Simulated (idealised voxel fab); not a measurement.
process module | voxel local oxidation
cross-section cut | 240 nm wide | cells 5 nm
A cross-section is a grid of square cells, given in bands from the top down. A band is one or more rows of cells.
Each band's line starts with the height of the band's top and of its bottom, in nm. Then come its materials from left to right, each with its width in nm. One material with "throughout" fills the band from edge to edge. "air" is empty space.
Height 0 is the level under which the wafer as received is all one material. The lowest band goes on downwards, as in "0 down".
A width such as "30 to 40" changes by the same amount from each row of cells to the next, from the band's top row to its bottom row.
"no change" after a step means that no cell of the cross-section changed.
closed voids: empty space of 8 cells or more with no open way to the top, each as width x height at its distance from the left edge, in nm
after a step's settings: what the simulator itself notes on the step
overlay nm, on a step with a mask: how far to the right of its planned place the mask lay; to the left if negative
plan
1 op RECEIVE | material Si
2 op OXIDIZE | depth nm 5
3 op CONFORMAL_DEP | material SiN | thk nm 10
4 op DIRECTIONAL_DEP | material aC | thk nm 15
5 op PATTERN | tone cover | mask id ACTIVE | material resist | width nm 100 | thk nm 35 | overlay nm 0
6 op DIRECTIONAL_ETCH | etch materials aC | depth nm 15
7 op STRIP | etch materials resist
8 op DIRECTIONAL_ETCH | etch materials SiN | depth nm 10
9 op STRIP | etch materials aC
10 op SELECTIVE_ETCH | etch materials SiO2 | depth nm 5
11 op OXIDIZE | depth nm 5
12 op STRIP | etch materials SiN
varied across the wafers: depth nm of step 11. The plan shows the first wafer's value. All wafers start alike
first wafer as received, after step 1
  0 down: Si throughout
  closed voids: none
first wafer at the end, after step 12
  0 to -5: air 75 | SiO2 90 | air 75
  -5 to -10: SiO2 80 | Si 80 | SiO2 80
  -10 down: Si throughout
  closed voids: none
last wafer at the end
  0 to -5: air 75 | SiO2 90 | air 75
  -5 to -35: SiO2 105 | Si 30 | SiO2 105
  -35 down: Si throughout
  closed voids: none
each wafer at the end: cells of each material gained (+) or lost (-) since it was received, then its closed voids
depth nm 5 | -80 Si | +50 SiO2 | closed voids: none
depth nm 10 | -116 Si | +86 SiO2 | closed voids: none
depth nm 15 | -156 Si | +126 SiO2 | closed voids: none
depth nm 20 | -200 Si | +170 SiO2 | closed voids: none
depth nm 25 | -248 Si | +218 SiO2 | closed voids: none
depth nm 30 | -300 Si | +270 SiO2 | closed voids: none
